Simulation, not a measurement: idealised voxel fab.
Process module heading - voxel ribs on slabs
Xsec cut, 175 nm wide, square cell size 5 nm.
The cross-sections in this document take the form of a grid made of square cells. They are written out as bands, in order from top to bottom. Each band consists of one or more rows of cells. What a band's entry tells you: where the top is and where the bottom is, as heights in nm, and after that what lies inside, material by material from left to right, each with its width in nm. Empty space is written as the word "blank", and a single material marked with the word "edge to edge" occupies the band from edge to edge. Where do heights start? At 0: under that level the wafer as delivered is made of one material only. And the lowest band has no floor; it just carries on downward, as in "0..down". Graded width ("30..40"): value in top row of band = first number; value in bottom row = second number; row-to-row change constant. A step reported as "nothing was modified" is a step in which no cell of the cross-section changed. Closed empty spaces (no open way to the top) of 8 cells or more are what "Sealed voids" lists, each as width x height at distance from the left edge, nm for all three. It should be noted that, on the line of a given step, the content following the step's settings is a remark produced by the simulator itself with respect to that step. overlay nm: mask right of planned place by this much (step with mask). Neg. = left.
## List of planned process steps
- 1: RECEIVE,material Si
- 2: DIRECTIONAL_DEP,material SiO2,thk nm 25
- 3: DIRECTIONAL_DEP,material SiN,thk nm 15
- 4: MASKED_ETCH,tone cover,mask id RIB,width nm 30,etch materials SiN,depth nm 10,overlay nm 0
- 5: DIRECTIONAL_DEP,material aC,thk nm 10
- 6: PATTERN,tone cover,mask id SLAB,material resist,width nm 60,thk nm 30,overlay nm 0
- 7: DIRECTIONAL_ETCH,etch materials aC,depth nm 10
- 8: STRIP,etch materials resist
- 9: DIRECTIONAL_ETCH,etch materials SiN,depth nm 5
- 10: STRIP,etch materials aC
- 11: FILL_DEP,material SiO2,thk nm 20
- 12: CMP,height nm 55
- 13: DIRECTIONAL_DEP,material TiN,thk nm 10
- 14: MASKED_ETCH,tone cover,mask id HEATER,width nm 40,etch materials TiN,depth nm 10,overlay nm 0
- 15: CONFORMAL_DEP,material SiN,thk nm 10
## This is the cross-section of the wafer as we received it, i.e. after step 1
0..down: Si edge to edge
Sealed voids: none
## What the wafer looks like in cross-section after this module, when it starts as shown above and follows the plan above but one mistake is made in running it
65..55: 65 blank / 40 TiN / 70 blank
55..40: SiO2 edge to edge
40..30: 70 SiO2 / 30 SiN / 75 SiO2
30..25: 55 SiO2 / 60 SiN / 60 SiO2
25..0: SiO2 edge to edge
0..down: Si edge to edge
Sealed voids: none
Deviation from plan: step 15 of the plan never got run, it was skipped over
